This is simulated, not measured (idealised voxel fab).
A process module follows: voxel wiring stack.
This is section cut - it's 260 nm across, gridded in 5 nm square cells.
Square cells in a grid make up a cross-section in this document, and the grid is given as bands, listed from the top down, each one or more rows of cells.
Look at the band entry: it leads with the top's height and the bottom's height in nm. Then it lists the materials left to right, with a width in nm for each. The word "throughout" on a single material says that material fills the band edge to edge. The word "air" is empty space.
Height datum 0, below which the as-received substrate wafer is one material. Lowest band open at the bottom, running downward: "0 -> down".
A two-number width, for instance "30->40", indicates that the width is equal to the first number in the top row of the band and to the second number in the bottom row, and that it changes by a constant amount per row of cells.
It should be understood that the words "nothing was modified", when stated for a given step, signify that the cross-section underwent no change in any of its cells during that step.
"Sealed internal voids" means: voids of 8 cells or more that are shut off from the top with no open way through. Written width x height at distance, distance from the left edge, in nm.
Text after the settings on a step's line: the simulator's own remark on that step.
A step line may carry the setting "overlay nm", which, for steps involving a mask, states the distance by which the mask lay to the right of its intended position; negative values denote displacement to the left.

# Intended process steps
1. op RECEIVE | material Si
2. op CONFORMAL_DEP | material SiO2 | thk nm 10
3. op CONFORMAL_DEP | material SiCN | thk nm 5
4. op DIRECTIONAL_DEP | material lowk | thk nm 20
5. op PATTERN | tone open | mask id METAL_1 | material resist | width nm 30 | pitch nm 55 | thk nm 15 | overlay nm 0
6. op DIRECTIONAL_ETCH | etch materials lowk | depth nm 20
7. op DIRECTIONAL_ETCH | etch materials SiCN | depth nm 5
8. op STRIP | etch materials resist
9. op CONFORMAL_DEP | material TiN | thk nm 5
10. op FILL_DEP | material W | thk nm 5
11. op CMP | height nm 35
12. op CONFORMAL_DEP | material SiCN | thk nm 5
13. op DIRECTIONAL_DEP | material SiO2 | thk nm 30
14. op PATTERN | tone open | mask id METAL_2 | material resist | width nm 30 | pitch nm 55 | thk nm 15 | overlay nm 0
15. op DIRECTIONAL_ETCH | etch materials SiO2 | depth nm 15
16. op STRIP | etch materials resist
17. op DIRECTIONAL_DEP | material aC | thk nm 15
18. op PATTERN | tone open | mask id METAL_2_HOLES | material resist | width nm 15 | pitch nm 110 | thk nm 30 | overlay nm 0
19. op DIRECTIONAL_ETCH | etch materials aC | depth nm 15
20. op STRIP | etch materials resist
21. op DIRECTIONAL_ETCH | etch materials SiO2 | depth nm 15
22. op DIRECTIONAL_ETCH | etch materials SiCN | depth nm 5
23. op STRIP | etch materials aC
24. op CONFORMAL_DEP | material TiN | thk nm 5
25. op FILL_DEP | material Ru | thk nm 5
26. op CMP | height nm 70
27. op CONFORMAL_DEP | material SiCN | thk nm 5

# First wafer, two in total, run as planned

# The cross-section here shows the wafer as received, i.e. in its state after step 1
* 0 -> down = Si throughout
* Sealed internal voids: none

# State of the wafer after step 2, shown in cross-section
* 10 -> 0 = SiO2 throughout
* At heights below 0, the structure remains unaltered.

# State of the wafer after step 3, shown in cross-section
* 15 -> 10 = SiCN throughout
* At heights below 10, the structure remains unaltered.

# State of the wafer after step 4, shown in cross-section
* 35 -> 15 = lowk throughout
* At heights below 15, the structure remains unaltered.

# State of the wafer after step 5, shown in cross-section
* 50 -> 35 = resist: 60 / air: 30 / resist: 25 / air: 30 / resist: 25 / air: 30 / resist: 60
* At heights below 35, the structure remains unaltered.

# State of the wafer after step 6, shown in cross-section
* 50 -> 35 = resist: 60 / air: 30 / resist: 25 / air: 30 / resist: 25 / air: 30 / resist: 60
* 35 -> 15 = lowk: 60 / air: 30 / lowk: 25 / air: 30 / lowk: 25 / air: 30 / lowk: 60
* At heights below 15, the structure remains unaltered.

# State of the wafer after step 7, shown in cross-section
* 50 -> 35 = resist: 60 / air: 30 / resist: 25 / air: 30 / resist: 25 / air: 30 / resist: 60
* 35 -> 15 = lowk: 60 / air: 30 / lowk: 25 / air: 30 / lowk: 25 / air: 30 / lowk: 60
* 15 -> 10 = SiCN: 60 / air: 30 / SiCN: 25 / air: 30 / SiCN: 25 / air: 30 / SiCN: 60
* At heights below 10, the structure remains unaltered.

# State of the wafer after step 8, shown in cross-section
* 35 -> 15 = lowk: 60 / air: 30 / lowk: 25 / air: 30 / lowk: 25 / air: 30 / lowk: 60
* At heights below 15, the structure remains unaltered.

# State of the wafer after step 9, shown in cross-section
* 40 -> 35 = TiN: 65 / air: 20 / TiN: 35 / air: 20 / TiN: 35 / air: 20 / TiN: 65
* 35 -> 15 = lowk: 60 / TiN: 5 / air: 20 / TiN: 5 / lowk: 25 / TiN: 5 / air: 20 / TiN: 5 / lowk: 25 / TiN: 5 / air: 20 / TiN: 5 / lowk: 60
* 15 -> 10 = SiCN: 60 / TiN: 30 / SiCN: 25 / TiN: 30 / SiCN: 25 / TiN: 30 / SiCN: 60
* At heights below 10, the structure remains unaltered.

# State of the wafer after step 10, shown in cross-section
* 45 -> 40 = W throughout
* 40 -> 35 = TiN: 65 / W: 20 / TiN: 35 / W: 20 / TiN: 35 / W: 20 / TiN: 65
* 35 -> 15 = lowk: 60 / TiN: 5 / W: 20 / TiN: 5 / lowk: 25 / TiN: 5 / W: 20 / TiN: 5 / lowk: 25 / TiN: 5 / W: 20 / TiN: 5 / lowk: 60
* At heights below 15, the structure remains unaltered.

# State of the wafer after step 11, shown in cross-section
* 35 -> 15 = lowk: 60 / TiN: 5 / W: 20 / TiN: 5 / lowk: 25 / TiN: 5 / W: 20 / TiN: 5 / lowk: 25 / TiN: 5 / W: 20 / TiN: 5 / lowk: 60
* At heights below 15, the structure remains unaltered.

# State of the wafer after step 12, shown in cross-section
* 40 -> 35 = SiCN throughout
* At heights below 35, the structure remains unaltered.

# State of the wafer after step 13, shown in cross-section
* 70 -> 40 = SiO2 throughout
* At heights below 40, the structure remains unaltered.

# State of the wafer after step 14, shown in cross-section
* 85 -> 70 = resist: 60 / air: 30 / resist: 25 / air: 30 / resist: 25 / air: 30 / resist: 60
* At heights below 70, the structure remains unaltered.

# State of the wafer after step 15, shown in cross-section
* 85 -> 70 = resist: 60 / air: 30 / resist: 25 / air: 30 / resist: 25 / air: 30 / resist: 60
* 70 -> 55 = SiO2: 60 / air: 30 / SiO2: 25 / air: 30 / SiO2: 25 / air: 30 / SiO2: 60
* At heights below 55, the structure remains unaltered.

# State of the wafer after step 16, shown in cross-section
* 70 -> 55 = SiO2: 60 / air: 30 / SiO2: 25 / air: 30 / SiO2: 25 / air: 30 / SiO2: 60
* At heights below 55, the structure remains unaltered.

# State of the wafer after step 17, shown in cross-section
* 85 -> 70 = aC: 60 / air: 30 / aC: 25 / air: 30 / aC: 25 / air: 30 / aC: 60
* 70 -> 55 = SiO2: 60 / aC: 30 / SiO2: 25 / aC: 30 / SiO2: 25 / aC: 30 / SiO2: 60
* At heights below 55, the structure remains unaltered.

# State of the wafer after step 18, shown in cross-section
* 115 -> 85 = resist: 60 / air: 15 / resist: 95 / air: 15 / resist: 75
* 85 -> 70 = aC: 60 / air: 15 / resist: 15 / aC: 25 / resist: 30 / aC: 25 / air: 15 / resist: 15 / aC: 60
* At heights below 70, the structure remains unaltered.

# State of the wafer after step 19, shown in cross-section
* 100 -> 85 = resist: 60 / air: 15 / resist: 95 / air: 15 / resist: 75
* 85 -> 70 = aC: 60 / air: 15 / resist: 15 / aC: 25 / resist: 30 / aC: 25 / air: 15 / resist: 15 / aC: 60
* 70 -> 55 = SiO2: 60 / air: 15 / aC: 15 / SiO2: 25 / aC: 30 / SiO2: 25 / air: 15 / aC: 15 / SiO2: 60
* At heights below 55, the structure remains unaltered.

# State of the wafer after step 20, shown in cross-section
* 85 -> 70 = aC: 60 / air: 30 / aC: 25 / air: 30 / aC: 25 / air: 30 / aC: 60
* At heights below 70, the structure remains unaltered.

# State of the wafer after step 21, shown in cross-section
* 85 -> 70 = aC: 60 / air: 30 / aC: 25 / air: 30 / aC: 25 / air: 30 / aC: 60
* 70 -> 55 = SiO2: 60 / air: 15 / aC: 15 / SiO2: 25 / aC: 30 / SiO2: 25 / air: 15 / aC: 15 / SiO2: 60
* 55 -> 40 = SiO2: 60 / air: 15 / SiO2: 95 / air: 15 / SiO2: 75
* At heights below 40, the structure remains unaltered.

# State of the wafer after step 22, shown in cross-section
* 85 -> 70 = aC: 60 / air: 30 / aC: 25 / air: 30 / aC: 25 / air: 30 / aC: 60
* 70 -> 55 = SiO2: 60 / air: 15 / aC: 15 / SiO2: 25 / aC: 30 / SiO2: 25 / air: 15 / aC: 15 / SiO2: 60
* 55 -> 40 = SiO2: 60 / air: 15 / SiO2: 95 / air: 15 / SiO2: 75
* 40 -> 35 = SiCN: 60 / air: 15 / SiCN: 95 / air: 15 / SiCN: 75
* At heights below 35, the structure remains unaltered.

# State of the wafer after step 23, shown in cross-section
* 70 -> 55 = SiO2: 60 / air: 30 / SiO2: 25 / air: 30 / SiO2: 25 / air: 30 / SiO2: 60
* At heights below 55, the structure remains unaltered.

# State of the wafer after step 24, shown in cross-section
* 75 -> 70 = TiN: 65 / air: 20 / TiN: 35 / air: 20 / TiN: 35 / air: 20 / TiN: 65
* 70 -> 60 = SiO2: 60 / TiN: 5 / air: 20 / TiN: 5 / SiO2: 25 / TiN: 5 / air: 20 / TiN: 5 / SiO2: 25 / TiN: 5 / air: 20 / TiN: 5 / SiO2: 60
* 60 -> 55 = SiO2: 60 / TiN: 5 / air: 5 / TiN: 20 / SiO2: 25 / TiN: 30 / SiO2: 25 / TiN: 5 / air: 5 / TiN: 20 / SiO2: 60
* 55 -> 40 = SiO2: 60 / TiN: 5 / air: 5 / TiN: 5 / SiO2: 95 / TiN: 5 / air: 5 / TiN: 5 / SiO2: 75
* 40 -> 35 = SiCN: 60 / TiN: 15 / SiCN: 95 / TiN: 15 / SiCN: 75
* At heights below 35, the structure remains unaltered.

# State of the wafer after step 25, shown in cross-section
* 80 -> 75 = Ru throughout
* 75 -> 70 = TiN: 65 / Ru: 20 / TiN: 35 / Ru: 20 / TiN: 35 / Ru: 20 / TiN: 65
* 70 -> 60 = SiO2: 60 / TiN: 5 / Ru: 20 / TiN: 5 / SiO2: 25 / TiN: 5 / Ru: 20 / TiN: 5 / SiO2: 25 / TiN: 5 / Ru: 20 / TiN: 5 / SiO2: 60
* 60 -> 55 = SiO2: 60 / TiN: 5 / Ru: 5 / TiN: 20 / SiO2: 25 / TiN: 30 / SiO2: 25 / TiN: 5 / Ru: 5 / TiN: 20 / SiO2: 60
* 55 -> 40 = SiO2: 60 / TiN: 5 / Ru: 5 / TiN: 5 / SiO2: 95 / TiN: 5 / Ru: 5 / TiN: 5 / SiO2: 75
* At heights below 40, the structure remains unaltered.

# State of the wafer after step 26, shown in cross-section
* 70 -> 60 = SiO2: 60 / TiN: 5 / Ru: 20 / TiN: 5 / SiO2: 25 / TiN: 5 / Ru: 20 / TiN: 5 / SiO2: 25 / TiN: 5 / Ru: 20 / TiN: 5 / SiO2: 60
* At heights below 60, the structure remains unaltered.

# State of the wafer after step 27, shown in cross-section
* 75 -> 70 = SiCN throughout
* At heights below 70, the structure remains unaltered.

# Notes, second wafer: start = first wafer's, plan = first wafer's, execution had one mistake; history identical to first through step 2

# Second wafer, sectioned view, at step 3's planned end time
* 15 -> 10 = Ru throughout
* At heights below 10, the structure remains unaltered.

# Second wafer, sectioned view, at step 4's planned end time
* 35 -> 15 = lowk throughout
* At heights below 15, the structure remains unaltered.

# Second wafer, sectioned view, at step 5's planned end time
* 50 -> 35 = resist: 60 / air: 30 / resist: 25 / air: 30 / resist: 25 / air: 30 / resist: 60
* At heights below 35, the structure remains unaltered.

# Second wafer, sectioned view, at step 6's planned end time
* 50 -> 35 = resist: 60 / air: 30 / resist: 25 / air: 30 / resist: 25 / air: 30 / resist: 60
* 35 -> 15 = lowk: 60 / air: 30 / lowk: 25 / air: 30 / lowk: 25 / air: 30 / lowk: 60
* At heights below 15, the structure remains unaltered.

Second wafer, sectioned view, at step 7's planned end time: nothing was modified

# Second wafer, sectioned view, at step 8's planned end time
* 35 -> 15 = lowk: 60 / air: 30 / lowk: 25 / air: 30 / lowk: 25 / air: 30 / lowk: 60
* At heights below 15, the structure remains unaltered.

# Second wafer, sectioned view, at step 9's planned end time
* 40 -> 35 = TiN: 65 / air: 20 / TiN: 35 / air: 20 / TiN: 35 / air: 20 / TiN: 65
* 35 -> 20 = lowk: 60 / TiN: 5 / air: 20 / TiN: 5 / lowk: 25 / TiN: 5 / air: 20 / TiN: 5 / lowk: 25 / TiN: 5 / air: 20 / TiN: 5 / lowk: 60
* 20 -> 15 = lowk: 60 / TiN: 30 / lowk: 25 / TiN: 30 / lowk: 25 / TiN: 30 / lowk: 60
* At heights below 15, the structure remains unaltered.

# Second wafer, sectioned view, at step 10's planned end time
* 45 -> 40 = W throughout
* 40 -> 35 = TiN: 65 / W: 20 / TiN: 35 / W: 20 / TiN: 35 / W: 20 / TiN: 65
* 35 -> 20 = lowk: 60 / TiN: 5 / W: 20 / TiN: 5 / lowk: 25 / TiN: 5 / W: 20 / TiN: 5 / lowk: 25 / TiN: 5 / W: 20 / TiN: 5 / lowk: 60
* At heights below 20, the structure remains unaltered.

# Second wafer, sectioned view, at step 11's planned end time
* 35 -> 20 = lowk: 60 / TiN: 5 / W: 20 / TiN: 5 / lowk: 25 / TiN: 5 / W: 20 / TiN: 5 / lowk: 25 / TiN: 5 / W: 20 / TiN: 5 / lowk: 60
* At heights below 20, the structure remains unaltered.

# Second wafer, sectioned view, at step 12's planned end time
* 40 -> 35 = SiCN throughout
* At heights below 35, the structure remains unaltered.

# Second wafer, sectioned view, at step 13's planned end time
* 70 -> 40 = SiO2 throughout
* At heights below 40, the structure remains unaltered.

# Second wafer, sectioned view, at step 14's planned end time
* 85 -> 70 = resist: 60 / air: 30 / resist: 25 / air: 30 / resist: 25 / air: 30 / resist: 60
* At heights below 70, the structure remains unaltered.

# Second wafer, sectioned view, at step 15's planned end time
* 85 -> 70 = resist: 60 / air: 30 / resist: 25 / air: 30 / resist: 25 / air: 30 / resist: 60
* 70 -> 55 = SiO2: 60 / air: 30 / SiO2: 25 / air: 30 / SiO2: 25 / air: 30 / SiO2: 60
* At heights below 55, the structure remains unaltered.

# Second wafer, sectioned view, at step 16's planned end time
* 70 -> 55 = SiO2: 60 / air: 30 / SiO2: 25 / air: 30 / SiO2: 25 / air: 30 / SiO2: 60
* At heights below 55, the structure remains unaltered.

# Second wafer, sectioned view, at step 17's planned end time
* 85 -> 70 = aC: 60 / air: 30 / aC: 25 / air: 30 / aC: 25 / air: 30 / aC: 60
* 70 -> 55 = SiO2: 60 / aC: 30 / SiO2: 25 / aC: 30 / SiO2: 25 / aC: 30 / SiO2: 60
* At heights below 55, the structure remains unaltered.

# Second wafer, sectioned view, at step 18's planned end time
* 115 -> 85 = resist: 60 / air: 15 / resist: 95 / air: 15 / resist: 75
* 85 -> 70 = aC: 60 / air: 15 / resist: 15 / aC: 25 / resist: 30 / aC: 25 / air: 15 / resist: 15 / aC: 60
* At heights below 70, the structure remains unaltered.

# Second wafer, sectioned view, at step 19's planned end time
* 100 -> 85 = resist: 60 / air: 15 / resist: 95 / air: 15 / resist: 75
* 85 -> 70 = aC: 60 / air: 15 / resist: 15 / aC: 25 / resist: 30 / aC: 25 / air: 15 / resist: 15 / aC: 60
* 70 -> 55 = SiO2: 60 / air: 15 / aC: 15 / SiO2: 25 / aC: 30 / SiO2: 25 / air: 15 / aC: 15 / SiO2: 60
* At heights below 55, the structure remains unaltered.

# Second wafer, sectioned view, at step 20's planned end time
* 85 -> 70 = aC: 60 / air: 30 / aC: 25 / air: 30 / aC: 25 / air: 30 / aC: 60
* At heights below 70, the structure remains unaltered.

# Second wafer, sectioned view, at step 21's planned end time
* 85 -> 70 = aC: 60 / air: 30 / aC: 25 / air: 30 / aC: 25 / air: 30 / aC: 60
* 70 -> 55 = SiO2: 60 / air: 15 / aC: 15 / SiO2: 25 / aC: 30 / SiO2: 25 / air: 15 / aC: 15 / SiO2: 60
* 55 -> 40 = SiO2: 60 / air: 15 / SiO2: 95 / air: 15 / SiO2: 75
* At heights below 40, the structure remains unaltered.

# Second wafer, sectioned view, at step 22's planned end time
* 85 -> 70 = aC: 60 / air: 30 / aC: 25 / air: 30 / aC: 25 / air: 30 / aC: 60
* 70 -> 55 = SiO2: 60 / air: 15 / aC: 15 / SiO2: 25 / aC: 30 / SiO2: 25 / air: 15 / aC: 15 / SiO2: 60
* 55 -> 40 = SiO2: 60 / air: 15 / SiO2: 95 / air: 15 / SiO2: 75
* 40 -> 35 = SiCN: 60 / air: 15 / SiCN: 95 / air: 15 / SiCN: 75
* At heights below 35, the structure remains unaltered.

# Second wafer, sectioned view, at step 23's planned end time
* 70 -> 55 = SiO2: 60 / air: 30 / SiO2: 25 / air: 30 / SiO2: 25 / air: 30 / SiO2: 60
* At heights below 55, the structure remains unaltered.

# Second wafer, sectioned view, at step 24's planned end time
* 75 -> 70 = TiN: 65 / air: 20 / TiN: 35 / air: 20 / TiN: 35 / air: 20 / TiN: 65
* 70 -> 60 = SiO2: 60 / TiN: 5 / air: 20 / TiN: 5 / SiO2: 25 / TiN: 5 / air: 20 / TiN: 5 / SiO2: 25 / TiN: 5 / air: 20 / TiN: 5 / SiO2: 60
* 60 -> 55 = SiO2: 60 / TiN: 5 / air: 5 / TiN: 20 / SiO2: 25 / TiN: 30 / SiO2: 25 / TiN: 5 / air: 5 / TiN: 20 / SiO2: 60
* 55 -> 40 = SiO2: 60 / TiN: 5 / air: 5 / TiN: 5 / SiO2: 95 / TiN: 5 / air: 5 / TiN: 5 / SiO2: 75
* 40 -> 35 = SiCN: 60 / TiN: 15 / SiCN: 95 / TiN: 15 / SiCN: 75
* At heights below 35, the structure remains unaltered.

# Second wafer, sectioned view, at step 25's planned end time
* 80 -> 75 = Ru throughout
* 75 -> 70 = TiN: 65 / Ru: 20 / TiN: 35 / Ru: 20 / TiN: 35 / Ru: 20 / TiN: 65
* 70 -> 60 = SiO2: 60 / TiN: 5 / Ru: 20 / TiN: 5 / SiO2: 25 / TiN: 5 / Ru: 20 / TiN: 5 / SiO2: 25 / TiN: 5 / Ru: 20 / TiN: 5 / SiO2: 60
* 60 -> 55 = SiO2: 60 / TiN: 5 / Ru: 5 / TiN: 20 / SiO2: 25 / TiN: 30 / SiO2: 25 / TiN: 5 / Ru: 5 / TiN: 20 / SiO2: 60
* 55 -> 40 = SiO2: 60 / TiN: 5 / Ru: 5 / TiN: 5 / SiO2: 95 / TiN: 5 / Ru: 5 / TiN: 5 / SiO2: 75
* At heights below 40, the structure remains unaltered.

# Second wafer, sectioned view, at step 26's planned end time
* 70 -> 60 = SiO2: 60 / TiN: 5 / Ru: 20 / TiN: 5 / SiO2: 25 / TiN: 5 / Ru: 20 / TiN: 5 / SiO2: 25 / TiN: 5 / Ru: 20 / TiN: 5 / SiO2: 60
* At heights below 60, the structure remains unaltered.

# Second wafer, sectioned view, at step 27's planned end time
* 75 -> 70 = SiCN throughout
* At heights below 70, the structure remains unaltered.
what went wrong: off-plan run, step 3, actual operation and settings op CONFORMAL_DEP | material Ru | thk nm 5
It is noted that, at the conclusion of processing, the second wafer exhibits a higher or lower cell count for certain materials relative to the first: 52 more of Ru | 34 fewer of SiCN | 6 fewer of TiN | 12 fewer of W
